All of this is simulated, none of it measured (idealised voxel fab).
This section sets out a process module, namely voxel released beams.
Square cell edge 5 nm, section width 140 nm, ID cut.
Bands, listed from the top down, are how a cross-section gets written in this document; the cross-section itself is a grid of square cells, and a band is one or more rows of them.
Heights first: top, then bottom, in nm. Then materials, left to right, each with a width in nm. "edge to edge" on a single material: fills the band edge to edge. "blank": empty space.
Heights are measured from 0, the level below which the as-received wafer is all one material; the lowest band has no bottom and continues downward, written as in "0 -> down".
You'd read "30->40" like this: the band's top row of cells is as wide as the first number, its bottom row is as wide as the second, and going down, every row changes width by the same amount as the row before did.
"no alterations made" for a step: no cell of the cross-section changed in that step.
"Unvented cavities" enumerates empty spaces isolated from the top, with no open way to it, that contain at least 8 cells, giving each as width x height at distance from the left edge, all three in nm.
Step line, after settings: the simulator's comment on this step.
Among the settings permitted on a step's line is "overlay nm"; applied to a step with a mask, it specifies the extent to which the mask lay to the right of its planned position, whereas a negative figure signifies a position to the left.
This section lists the process steps that were planned:
1,RECEIVE,material Si
2,CONFORMAL_DEP,material Al2O3,thk nm 10
3,DIRECTIONAL_DEP,material SiO2,thk nm 15
4,MASKED_ETCH,tone open,mask id ANCHOR,width nm 25,etch materials SiO2,depth nm 15,overlay nm 0
5,CONFORMAL_DEP,material W,thk nm 10
6,MASKED_ETCH,tone cover,mask id BEAM,width nm 70,etch materials W,depth nm 10,overlay nm 0
7,STRIP,etch materials SiO2
As-received state of the wafer in cross-section, equivalent to post-step 1:
	0 -> down: Si edge to edge
	Unvented cavities: none
First wafer at the end, as planned:
	35 -> 25: blank 30, W 15, blank 5, W 50, blank 40
	25 -> 20: blank 35, W 10, blank 5, W 10, blank 80
	20 -> 10: blank 35, W 25, blank 80
	10 -> 0: Al2O3 edge to edge
	0 -> down: Si edge to edge
	Unvented cavities: none
Second wafer through the module, sectioned at the end: same beginning and same plan as the first wafer, with one mistake in carrying it out:
	25 -> 10: SiO2 35, blank 25, SiO2 80
	10 -> 0: Al2O3 edge to edge
	0 -> down: Si edge to edge
	Unvented cavities: none
Which mistake was made when the wafer was run? step 7 deviated from plan and actually ran as STRIP,etch materials W
It is noted that, at the conclusion of processing, the second wafer exhibits a higher or lower cell count for certain materials relative to the first: SiO2 +69, W -40
